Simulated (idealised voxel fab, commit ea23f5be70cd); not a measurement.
Herein follows the process module entitled voxel gate over fins.
Each square cell in cross-section cut measures 5 nm, and the section as a whole is 245 nm wide.
When this document writes out a cross-section, it uses a grid of square cells and lists it as bands, beginning at the top and moving down, with a band standing for one or more rows of cells.
For a band, the entry starts with two heights in nm, that of the top and then that of the bottom, and carries on with the band's materials in order from left to right, each alongside its width in nm; the word "full width" beside a single material means it fills the band edge to edge, and "air" means empty space.
Counting heights begins at 0, where everything beneath is, in the wafer as received, one material. The lowest band has no bottom; it goes on downwards, as "0 nm and below" shows.
When a width is written as two numbers, as in "30..40", the first number is the width in the top row of cells of the band and the second is the width in its bottom row, and the width changes by the same amount from each row to the next.
It should be understood that the words "changes: none", when stated for a given step, signify that the cross-section underwent no change in any of its cells during that step.
Entry "Fully closed voids" = empty spaces >= 8 cells with no open way to the top; each as width x height at distance, distance from left edge, all nm.
Post-settings text on a step line: simulator's own remark regarding the step.
You can add "overlay nm" to a step's line. For a step with a mask, it describes how far the mask lay to the right of its planned position, and a negative number describes a lay to the left.

STEPS IN THE PROCESS PLAN
1. RECEIVE [material Si]
2. CONFORMAL_DEP [material SiN] [thk nm 5]
3. MASKED_ETCH [tone cover] [mask id FINS] [width nm 15] [pitch nm 35] [etch materials SiN] [depth nm 5] [overlay nm 0]
4. MASKED_ETCH [tone cover] [mask id FINS] [width nm 15] [pitch nm 35] [etch materials Si] [depth nm 30] [overlay nm 0]
5. OXIDIZE [depth nm 5]
6. FILL_DEP [material SiO2] [thk nm 15]
7. CMP [height nm 5]
8. SELECTIVE_ETCH [etch materials SiO2] [depth nm 15]
9. STRIP [etch materials SiN]
10. CONFORMAL_DEP [material HfO2] [thk nm 5]
11. CONFORMAL_DEP [material TiN] [thk nm 5]
12. FILL_DEP [material W] [thk nm 15]
13. CMP [height nm 20]
14. CONFORMAL_DEP [material SiCN] [thk nm 10]

RUN AS PLANNED: FIRST OF TWO WAFERS

DELIVERED WAFER IN CROSS-SECTION: STATE AFTER STEP 1
    0 nm and below: Si full width
    Fully closed voids: none

UPON COMPLETION OF STEP 2, THE WAFER APPEARS IN CROSS-SECTION AS SHOWN
    5 nm to 0 nm: SiN full width
    below 0: unchanged

UPON COMPLETION OF STEP 3, THE WAFER APPEARS IN CROSS-SECTION AS SHOWN
    5 nm to 0 nm: 80 nm air, then 15 nm SiN, then 20 nm air, then 15 nm SiN, then 20 nm air, then 15 nm SiN, then 80 nm air
    below 0: unchanged

UPON COMPLETION OF STEP 4, THE WAFER APPEARS IN CROSS-SECTION AS SHOWN
    5 nm to 0 nm: 80 nm air, then 15 nm SiN, then 20 nm air, then 15 nm SiN, then 20 nm air, then 15 nm SiN, then 80 nm air
    0 nm to -30 nm: 80 nm air, then 15 nm Si, then 20 nm air, then 15 nm Si, then 20 nm air, then 15 nm Si, then 80 nm air
    below -30: unchanged

UPON COMPLETION OF STEP 5, THE WAFER APPEARS IN CROSS-SECTION AS SHOWN
    5 nm to 0 nm: 80 nm air, then 15 nm SiN, then 20 nm air, then 15 nm SiN, then 20 nm air, then 15 nm SiN, then 80 nm air
    0 nm to -30 nm: 80 nm air, then 5 nm SiO2, then 5 nm Si, then 5 nm SiO2, then 20 nm air, then 5 nm SiO2, then 5 nm Si, then 5 nm SiO2, then 20 nm air, then 5 nm SiO2, then 5 nm Si, then 5 nm SiO2, then 80 nm air
    -30 nm to -35 nm: 85 nm SiO2, then 5 nm Si, then 30 nm SiO2, then 5 nm Si, then 30 nm SiO2, then 5 nm Si, then 85 nm SiO2
    below -35: unchanged

UPON COMPLETION OF STEP 6, THE WAFER APPEARS IN CROSS-SECTION AS SHOWN
    20 nm to 5 nm: SiO2 full width
    5 nm to 0 nm: 80 nm SiO2, then 15 nm SiN, then 20 nm SiO2, then 15 nm SiN, then 20 nm SiO2, then 15 nm SiN, then 80 nm SiO2
    0 nm to -35 nm: 85 nm SiO2, then 5 nm Si, then 30 nm SiO2, then 5 nm Si, then 30 nm SiO2, then 5 nm Si, then 85 nm SiO2
    below -35: unchanged

UPON COMPLETION OF STEP 7, THE WAFER APPEARS IN CROSS-SECTION AS SHOWN
    5 nm to 0 nm: 80 nm SiO2, then 15 nm SiN, then 20 nm SiO2, then 15 nm SiN, then 20 nm SiO2, then 15 nm SiN, then 80 nm SiO2
    below 0: unchanged

UPON COMPLETION OF STEP 8, THE WAFER APPEARS IN CROSS-SECTION AS SHOWN
    5 nm to 0 nm: 80 nm air, then 15 nm SiN, then 20 nm air, then 15 nm SiN, then 20 nm air, then 15 nm SiN, then 80 nm air
    0 nm to -10 nm: 85 nm air, then 5 nm Si, then 30 nm air, then 5 nm Si, then 30 nm air, then 5 nm Si, then 85 nm air
    below -10: unchanged

UPON COMPLETION OF STEP 9, THE WAFER APPEARS IN CROSS-SECTION AS SHOWN
    0 nm to -10 nm: 85 nm air, then 5 nm Si, then 30 nm air, then 5 nm Si, then 30 nm air, then 5 nm Si, then 85 nm air
    below -10: unchanged

UPON COMPLETION OF STEP 10, THE WAFER APPEARS IN CROSS-SECTION AS SHOWN
    5 nm to 0 nm: 80 nm air, then 15 nm HfO2, then 20 nm air, then 15 nm HfO2, then 20 nm air, then 15 nm HfO2, then 80 nm air
    0 nm to -5 nm: 80 nm air, then 5 nm HfO2, then 5 nm Si, then 5 nm HfO2, then 20 nm air, then 5 nm HfO2, then 5 nm Si, then 5 nm HfO2, then 20 nm air, then 5 nm HfO2, then 5 nm Si, then 5 nm HfO2, then 80 nm air
    -5 nm to -10 nm: 85 nm HfO2, then 5 nm Si, then 30 nm HfO2, then 5 nm Si, then 30 nm HfO2, then 5 nm Si, then 85 nm HfO2
    below -10: unchanged

UPON COMPLETION OF STEP 11, THE WAFER APPEARS IN CROSS-SECTION AS SHOWN
    10 nm to 5 nm: 75 nm air, then 25 nm TiN, then 10 nm air, then 25 nm TiN, then 10 nm air, then 25 nm TiN, then 75 nm air
    5 nm to 0 nm: 75 nm air, then 5 nm TiN, then 15 nm HfO2, then 5 nm TiN, then 10 nm air, then 5 nm TiN, then 15 nm HfO2, then 5 nm TiN, then 10 nm air, then 5 nm TiN, then 15 nm HfO2, then 5 nm TiN, then 75 nm air
    0 nm to -5 nm: 80 nm TiN, then 5 nm HfO2, then 5 nm Si, then 5 nm HfO2, then 20 nm TiN, then 5 nm HfO2, then 5 nm Si, then 5 nm HfO2, then 20 nm TiN, then 5 nm HfO2, then 5 nm Si, then 5 nm HfO2, then 80 nm TiN
    below -5: unchanged

UPON COMPLETION OF STEP 12, THE WAFER APPEARS IN CROSS-SECTION AS SHOWN
    25 nm to 10 nm: W full width
    10 nm to 5 nm: 75 nm W, then 25 nm TiN, then 10 nm W, then 25 nm TiN, then 10 nm W, then 25 nm TiN, then 75 nm W
    5 nm to 0 nm: 75 nm W, then 5 nm TiN, then 15 nm HfO2, then 5 nm TiN, then 10 nm W, then 5 nm TiN, then 15 nm HfO2, then 5 nm TiN, then 10 nm W, then 5 nm TiN, then 15 nm HfO2, then 5 nm TiN, then 75 nm W
    below 0: unchanged

UPON COMPLETION OF STEP 13, THE WAFER APPEARS IN CROSS-SECTION AS SHOWN
    20 nm to 10 nm: W full width
    below 10: unchanged

UPON COMPLETION OF STEP 14, THE WAFER APPEARS IN CROSS-SECTION AS SHOWN
    30 nm to 20 nm: SiCN full width
    below 20: unchanged

WAFER TWO OF THE PAIR: SAME ORIGIN, SAME PLAN, ONE ERROR DURING THE RUN; IDENTICAL TO WAFER ONE UP TO AND INCLUDING STEP 7

CROSS-SECTION OF THE SECOND WAFER WHEN, ACCORDING TO PLAN, STEP 8 SHOULD HAVE FINISHED
    5 nm to 0 nm: 80 nm SiO2, then 15 nm air, then 20 nm SiO2, then 15 nm air, then 20 nm SiO2, then 15 nm air, then 80 nm SiO2
    below 0: unchanged

CROSS-SECTION OF THE SECOND WAFER WHEN, ACCORDING TO PLAN, STEP 9 SHOULD HAVE FINISHED
    0 nm to -10 nm: 85 nm air, then 5 nm Si, then 30 nm air, then 5 nm Si, then 30 nm air, then 5 nm Si, then 85 nm air
    -10 nm to -15 nm: 65 nm SiO2, then 20 nm air, then 5 nm Si, then 30 nm air, then 5 nm Si, then 30 nm air, then 5 nm Si, then 20 nm air, then 65 nm SiO2
    below -15: unchanged

CROSS-SECTION OF THE SECOND WAFER WHEN, ACCORDING TO PLAN, STEP 10 SHOULD HAVE FINISHED
    5 nm to 0 nm: 80 nm air, then 15 nm HfO2, then 20 nm air, then 15 nm HfO2, then 20 nm air, then 15 nm HfO2, then 80 nm air
    0 nm to -5 nm: 80 nm air, then 5 nm HfO2, then 5 nm Si, then 5 nm HfO2, then 20 nm air, then 5 nm HfO2, then 5 nm Si, then 5 nm HfO2, then 20 nm air, then 5 nm HfO2, then 5 nm Si, then 5 nm HfO2, then 80 nm air
    -5 nm to -10 nm: 70 nm HfO2, then 10 nm air, then 5 nm HfO2, then 5 nm Si, then 5 nm HfO2, then 20 nm air, then 5 nm HfO2, then 5 nm Si, then 5 nm HfO2, then 20 nm air, then 5 nm HfO2, then 5 nm Si, then 5 nm HfO2, then 10 nm air, then 70 nm HfO2
    -10 nm to -15 nm: 65 nm SiO2, then 20 nm HfO2, then 5 nm Si, then 30 nm HfO2, then 5 nm Si, then 30 nm HfO2, then 5 nm Si, then 20 nm HfO2, then 65 nm SiO2
    below -15: unchanged

CROSS-SECTION OF THE SECOND WAFER WHEN, ACCORDING TO PLAN, STEP 11 SHOULD HAVE FINISHED
    10 nm to 5 nm: 75 nm air, then 25 nm TiN, then 10 nm air, then 25 nm TiN, then 10 nm air, then 25 nm TiN, then 75 nm air
    5 nm to 0 nm: 75 nm air, then 5 nm TiN, then 15 nm HfO2, then 5 nm TiN, then 10 nm air, then 5 nm TiN, then 15 nm HfO2, then 5 nm TiN, then 10 nm air, then 5 nm TiN, then 15 nm HfO2, then 5 nm TiN, then 75 nm air
    0 nm to -5 nm: 80 nm TiN, then 5 nm HfO2, then 5 nm Si, then 5 nm HfO2, then 5 nm TiN, then 10 nm air, then 5 nm TiN, then 5 nm HfO2, then 5 nm Si, then 5 nm HfO2, then 5 nm TiN, then 10 nm air, then 5 nm TiN, then 5 nm HfO2, then 5 nm Si, then 5 nm HfO2, then 80 nm TiN
    -5 nm to -10 nm: 70 nm HfO2, then 10 nm TiN, then 5 nm HfO2, then 5 nm Si, then 5 nm HfO2, then 20 nm TiN, then 5 nm HfO2, then 5 nm Si, then 5 nm HfO2, then 20 nm TiN, then 5 nm HfO2, then 5 nm Si, then 5 nm HfO2, then 10 nm TiN, then 70 nm HfO2
    below -10: unchanged

CROSS-SECTION OF THE SECOND WAFER WHEN, ACCORDING TO PLAN, STEP 12 SHOULD HAVE FINISHED
    25 nm to 10 nm: W full width
    10 nm to 5 nm: 75 nm W, then 25 nm TiN, then 10 nm W, then 25 nm TiN, then 10 nm W, then 25 nm TiN, then 75 nm W
    5 nm to 0 nm: 75 nm W, then 5 nm TiN, then 15 nm HfO2, then 5 nm TiN, then 10 nm W, then 5 nm TiN, then 15 nm HfO2, then 5 nm TiN, then 10 nm W, then 5 nm TiN, then 15 nm HfO2, then 5 nm TiN, then 75 nm W
    0 nm to -5 nm: 80 nm TiN, then 5 nm HfO2, then 5 nm Si, then 5 nm HfO2, then 5 nm TiN, then 10 nm W, then 5 nm TiN, then 5 nm HfO2, then 5 nm Si, then 5 nm HfO2, then 5 nm TiN, then 10 nm W, then 5 nm TiN, then 5 nm HfO2, then 5 nm Si, then 5 nm HfO2, then 80 nm TiN
    below -5: unchanged

CROSS-SECTION OF THE SECOND WAFER WHEN, ACCORDING TO PLAN, STEP 13 SHOULD HAVE FINISHED
    20 nm to 10 nm: W full width
    below 10: unchanged

CROSS-SECTION OF THE SECOND WAFER WHEN, ACCORDING TO PLAN, STEP 14 SHOULD HAVE FINISHED
    30 nm to 20 nm: SiCN full width
    below 20: unchanged
What went wrong in running the wafer? a sequencing error occurred in which plan steps 8 and 9 were transposed
The second wafer ends with more or fewer cells of some materials than the first, per final count: HfO2 +8 | SiO2 -20 | TiN +8 | W +4
